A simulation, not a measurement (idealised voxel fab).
process module | voxel self aligned vias
cross-section cut | 290 nm wide | cells 5 nm
A cross-section is a grid of square cells, given in bands from the top down. A band is one or more rows of cells.
Each band's line starts with the height of the band's top and of its bottom, in nm. Then come its materials from left to right, each with its width in nm. One material with "throughout" fills the band from edge to edge. "air" is empty space.
Height 0 is the level under which the wafer as received is all one material. The lowest band goes on downwards, as in "0 down".
A width such as "30 to 40" changes by the same amount from each row of cells to the next, from the band's top row to its bottom row.
"no change" after a step means that no cell of the cross-section changed.
closed voids: empty space of 8 cells or more with no open way to the top, each as width x height at its distance from the left edge, in nm
after a step's settings: what the simulator itself notes on the step
overlay nm, on a step with a mask: how far to the right of its planned place the mask lay; to the left if negative
plan
1 op RECEIVE | material Si
2 op CONFORMAL_DEP | material SiO2 | thk nm 15
3 op CONFORMAL_DEP | material SiCN | thk nm 5
4 op DIRECTIONAL_DEP | material SiO2 | thk nm 20
5 op MASKED_ETCH | tone open | mask id LINES | width nm 30 | pitch nm 65 | etch materials SiO2 | depth nm 20 | overlay nm 0
6 op CONFORMAL_DEP | material TiN | thk nm 5
7 op FILL_DEP | material Ru | thk nm 10
8 op CMP | height nm 40
9 op SELECTIVE_ETCH | etch materials W Ru TiN | depth nm 5
10 op FILL_DEP | material SiN | thk nm 10
11 op CMP | height nm 40
12 op DIRECTIONAL_DEP | material SiO2 | thk nm 15
13 op DIRECTIONAL_DEP | material aC | thk nm 10
14 op PATTERN | tone open | mask id VIAS | material resist | width nm 40 | pitch nm 130 | thk nm 30 | overlay nm 0
15 op DIRECTIONAL_ETCH | etch materials aC | depth nm 10
16 op STRIP | etch materials resist
17 op DIRECTIONAL_ETCH | etch materials SiO2 | depth nm 15
18 op DIRECTIONAL_ETCH | etch materials SiN | depth nm 5
19 op STRIP | etch materials aC
20 op CONFORMAL_DEP | material TiN | thk nm 5
21 op FILL_DEP | material W | thk nm 10
22 op CMP | height nm 55
23 op CONFORMAL_DEP | material SiCN | thk nm 5
as received, after step 1
  0 down: Si throughout
  closed voids: none
a wafer at the end: this start, this plan, one mistake
  60 to 55: SiCN throughout
  55 to 45: SiO2 65 | TiN 5 | W 25 | TiN 5 | SiO2 95 | TiN 5 | W 25 | TiN 5 | SiO2 60
  45 to 40: SiO2 65 | TiN 5 | W 20 | TiN 10 | SiO2 95 | TiN 5 | W 20 | TiN 10 | SiO2 60
  40 to 35: SiO2 65 | TiN 30 | SiO2 35 | SiN 30 | SiO2 35 | TiN 30 | SiO2 65
  35 to 25: SiO2 65 | TiN 5 | Ru 20 | TiN 5 | SiO2 35 | TiN 5 | Ru 20 | TiN 5 | SiO2 35 | TiN 5 | Ru 20 | TiN 5 | SiO2 65
  25 to 20: SiO2 65 | TiN 30 | SiO2 35 | TiN 30 | SiO2 35 | TiN 30 | SiO2 65
  20 to 15: SiCN throughout
  15 to 0: SiO2 throughout
  0 down: Si throughout
  closed voids: none
what went wrong: step 14 ran as: op PATTERN | tone open | mask id VIAS | material resist | width nm 35 | pitch nm 130 | thk nm 30 | overlay nm 0
